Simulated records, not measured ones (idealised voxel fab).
Title: Process Module voxel wiring stack
Section cut is 200 nm wide and gridded with 5 nm square cells.
Cross-section = grid of square cells, listed top down in bands; band = one or more rows.
Top, bottom (nm), then materials left to right with widths (nm); lone material tagged "all across" fills the whole band edge to edge; "empty" = empty space.
Counting heights begins at 0, where everything beneath is, in the wafer as received, one material. The lowest band has no bottom; it goes on downwards, as "top 0, no bottom" shows.
Top row gets the first number, bottom row gets the second, and each row in between changes by the same step: that is how a band width like "30->40" works.
It should be understood that the words "no alterations made", when stated for a given step, signify that the cross-section underwent no change in any of its cells during that step.
The label "Closed void catalog" introduces a list of the empty spaces, 8 cells or larger, that have no open way up to the top; each entry in it reads width x height at distance, where the distance is taken from the left edge and all three are stated in nm.
Anything after a step's settings on that line? It's the simulator's own note about the step.
The setting "overlay nm" may be written on the line of a step. When the step uses a mask, the value reports how far to the right of the planned place the mask lay, and a negative value reports that it lay to the left.
## Below is the list of planned process steps
1 RECEIVE, material Si
2 CONFORMAL_DEP, material SiO2, thk nm 15
3 DIRECTIONAL_DEP, material TiN, thk nm 5
4 DIRECTIONAL_DEP, material W, thk nm 25
5 PATTERN, tone cover, mask id METAL_1, material resist, width nm 25, pitch nm 55, thk nm 20, overlay nm 0
6 DIRECTIONAL_ETCH, etch materials W, depth nm 25
7 DIRECTIONAL_ETCH, etch materials TiN, depth nm 5
8 STRIP, etch materials resist
9 CONFORMAL_DEP, material SiCN, thk nm 5
10 FILL_DEP, material lowk, thk nm 5
11 CMP, height nm 45
12 CONFORMAL_DEP, material SiCN, thk nm 5
13 DIRECTIONAL_DEP, material lowk, thk nm 20
14 DIRECTIONAL_DEP, material aC, thk nm 15
15 PATTERN, tone open, mask id PLUG_1, material resist, width nm 15, thk nm 30, overlay nm 0
16 DIRECTIONAL_ETCH, etch materials aC, depth nm 15
17 STRIP, etch materials resist
18 DIRECTIONAL_ETCH, etch materials lowk, depth nm 20
19 DIRECTIONAL_ETCH, etch materials SiCN, depth nm 5
20 STRIP, etch materials aC
21 EPI, material Ru, thk nm 10
22 EPI, material Ru, thk nm 10
23 EPI, material Ru, thk nm 5
24 DIRECTIONAL_DEP, material TiN, thk nm 5
25 DIRECTIONAL_DEP, material Ru, thk nm 20
26 DIRECTIONAL_DEP, material aC, thk nm 15
27 PATTERN, tone cover, mask id METAL_2, material resist, width nm 25, pitch nm 55, thk nm 30, overlay nm 0
28 DIRECTIONAL_ETCH, etch materials aC, depth nm 15
29 STRIP, etch materials resist
30 DIRECTIONAL_ETCH, etch materials Ru, depth nm 20
31 DIRECTIONAL_ETCH, etch materials TiN, depth nm 5
32 STRIP, etch materials aC
33 CONFORMAL_DEP, material SiN, thk nm 5
34 FILL_DEP, material SiO2, thk nm 10
35 CMP, height nm 95
36 CONFORMAL_DEP, material SiCN, thk nm 5
37 DIRECTIONAL_DEP, material lowk, thk nm 10
38 DIRECTIONAL_DEP, material aC, thk nm 10
39 PATTERN, tone open, mask id PLUG_2, material resist, width nm 15, pitch nm 55, thk nm 25, overlay nm 0
40 DIRECTIONAL_ETCH, etch materials aC, depth nm 10
41 STRIP, etch materials resist
42 DIRECTIONAL_ETCH, etch materials lowk, depth nm 10
43 DIRECTIONAL_ETCH, etch materials SiCN, depth nm 5
44 STRIP, etch materials aC
45 CONFORMAL_DEP, material TiN, thk nm 5
46 FILL_DEP, material Ru, thk nm 10
47 CMP, height nm 110
48 CONFORMAL_DEP, material SiN, thk nm 5
49 DIRECTIONAL_DEP, material SiO2, thk nm 25
50 PATTERN, tone open, mask id METAL_3, material resist, width nm 25, pitch nm 55, thk nm 20, overlay nm 0
51 DIRECTIONAL_ETCH, etch materials SiO2, depth nm 25
52 DIRECTIONAL_ETCH, etch materials SiN, depth nm 5
53 STRIP, etch materials resist
54 CONFORMAL_DEP, material TiN, thk nm 5
55 FILL_DEP, material Cu, thk nm 10
56 CMP, height nm 140
57 CONFORMAL_DEP, material SiCN, thk nm 5
## as received, after step 1
* top 0, no bottom = Si all across
* Closed void catalog: none
## Cross-section, end of module. Start: as above. Plan: as above. Execution: one mistake
* top 145, bottom 140 = SiCN all across
* top 140, bottom 115 = SiO2 (65) | TiN (5) | Cu (5) | TiN (5) | SiO2 (40) | TiN (5) | Cu (5) | TiN (5) | SiO2 (65)
* top 115, bottom 110 = SiN (65) | TiN (15) | SiN (40) | TiN (15) | SiN (65)
* top 110, bottom 100 = lowk (60) | TiN (5) | Ru (5) | TiN (5) | lowk (40) | TiN (5) | Ru (5) | TiN (5) | lowk (70)
* top 100, bottom 95 = SiCN (60) | TiN (15) | SiCN (40) | TiN (15) | SiCN (70)
* top 95, bottom 75 = SiO2 (55) | SiN (5) | Ru (25) | SiN (5) | SiO2 (20) | SiN (5) | Ru (25) | SiN (5) | SiO2 (55)
* top 75, bottom 70 = SiN (60) | TiN (25) | SiN (30) | TiN (25) | SiN (60)
* top 70, bottom 50 = lowk (60) | Ru (15) | lowk (125)
* top 50, bottom 45 = SiCN (60) | Ru (15) | SiCN (125)
* top 45, bottom 20 = lowk (55) | SiCN (5) | W (25) | SiCN (5) | lowk (20) | SiCN (5) | W (25) | SiCN (5) | lowk (55)
* top 20, bottom 15 = SiCN (60) | TiN (25) | SiCN (30) | TiN (25) | SiCN (60)
* top 15, bottom 0 = SiO2 all across
* top 0, no bottom = Si all across
* Closed void catalog: none
Error vs. plan: step 50 changed vs plan, executed as PATTERN, tone open, mask id METAL_3, material resist, width nm 15, pitch nm 55, thk nm 20, overlay nm 0
